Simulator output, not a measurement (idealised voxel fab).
Process module name: voxel capacitor over wiring
Cross-section cut: width 285 nm, square cells of 5 nm.
This document writes a cross-section as a grid whose cells are square, and gives it as bands, listed from the top down; one or more rows of cells form a band.
Band: top and bottom heights (nm) first, top before bottom; then materials from left to right, widths in nm. "throughout" marks a sole material filling the band edge to edge. "air" denotes empty space.
The reference from which all heights are counted is 0, the level beneath which the as-received wafer is entirely one material; the lowest band, having no lower bound, proceeds downward and is written after the example "top 0, no bottom".
Graded width ("30 to 40"): value in top row of band = first number; value in bottom row = second number; row-to-row change constant.
The designation "no change occurred", where it is given for a processing step, indicates that no cell of the cross-section was altered in the course of that step.
Closed empty spaces (no open way to the top) of 8 cells or more are what "Enclosed internal cavities" lists, each as width x height at distance from the left edge, nm for all three.
Where a step's line continues beyond its settings, the continuation is a remark by the simulator itself on that step.
"overlay nm" answers the question of how far to the right of plan the mask lay on a step that has a mask, and when it is negative the answer is to the left.
### List of planned process steps
1. RECEIVE,material Si
2. CONFORMAL_DEP,material SiO2,thk nm 15
3. CONFORMAL_DEP,material SiN,thk nm 5
4. DIRECTIONAL_DEP,material SiO2,thk nm 20
5. MASKED_ETCH,tone open,mask id METAL_1,width nm 25,pitch nm 80,etch materials SiO2,depth nm 20,overlay nm 0
6. MASKED_ETCH,tone open,mask id METAL_1,width nm 25,pitch nm 80,etch materials SiN,depth nm 5,overlay nm 0
7. CONFORMAL_DEP,material TiN,thk nm 5
8. FILL_DEP,material W,thk nm 5
9. CMP,height nm 40
10. CONFORMAL_DEP,material SiCN,thk nm 5
11. DIRECTIONAL_DEP,material SiO2,thk nm 20
12. PATTERN,tone open,mask id PLUG_1,material resist,width nm 15,thk nm 20,overlay nm 0
13. DIRECTIONAL_ETCH,etch materials SiO2,depth nm 20
14. DIRECTIONAL_ETCH,etch materials SiCN,depth nm 5
15. STRIP,etch materials resist
16. CONFORMAL_DEP,material TiN,thk nm 5
17. FILL_DEP,material Ru,thk nm 10
18. CMP,height nm 65
19. DIRECTIONAL_DEP,material TiN,thk nm 5
20. DIRECTIONAL_DEP,material HfO2,thk nm 5
21. DIRECTIONAL_DEP,material TiN,thk nm 5
22. DIRECTIONAL_DEP,material aC,thk nm 15
23. PATTERN,tone cover,mask id UPPER_PLATE,material resist,width nm 60,thk nm 35,overlay nm 0
24. DIRECTIONAL_ETCH,etch materials aC,depth nm 15
25. STRIP,etch materials resist
26. DIRECTIONAL_ETCH,etch materials TiN,depth nm 5
27. DIRECTIONAL_ETCH,etch materials HfO2,depth nm 5
28. STRIP,etch materials aC
29. DIRECTIONAL_DEP,material aC,thk nm 15
30. PATTERN,tone cover,mask id LOWER_PLATE,material resist,width nm 70,thk nm 30,overlay nm 0
31. DIRECTIONAL_ETCH,etch materials aC,depth nm 15
32. STRIP,etch materials resist
33. DIRECTIONAL_ETCH,etch materials TiN,depth nm 5
34. STRIP,etch materials aC
35. FILL_DEP,material SiO2,thk nm 20
36. CMP,height nm 95
37. PATTERN,tone open,mask id PLUG_2,material resist,width nm 15,thk nm 20,overlay nm 0
38. DIRECTIONAL_ETCH,etch materials SiO2,depth nm 15
39. STRIP,etch materials resist
40. CONFORMAL_DEP,material TiN,thk nm 5
41. FILL_DEP,material Cu,thk nm 10
42. CMP,height nm 95
43. CONFORMAL_DEP,material SiN,thk nm 5
### As received (post step 1): cross-section
top 0, no bottom  Si throughout
Enclosed internal cavities: none
### This is how the wafer looks in cross-section once the module is done, given the starting state and plan above and one mistake in carrying the plan out
top 100, bottom 95  SiN throughout
top 95, bottom 85  110 to 100 SiO2  15 to 60 TiN  160 to 125 SiO2
top 85, bottom 80  95 SiO2  70 TiN  120 SiO2
top 80, bottom 75  TiN throughout
top 75, bottom 70  HfO2 throughout
top 70, bottom 65  TiN throughout
top 65, bottom 45  100 SiO2  5 TiN  5 Ru  5 TiN  170 SiO2
top 45, bottom 40  100 SiCN  15 TiN  170 SiCN
top 40, bottom 20  90 SiO2  5 TiN  15 W  5 TiN  55 SiO2  5 TiN  15 W  5 TiN  90 SiO2
top 20, bottom 15  90 SiN  25 TiN  55 SiN  25 TiN  90 SiN
top 15, bottom 0  SiO2 throughout
top 0, no bottom  Si throughout
Enclosed internal cavities: none
Run error: step 21 changed vs plan, executed as DIRECTIONAL_DEP,material TiN,thk nm 15
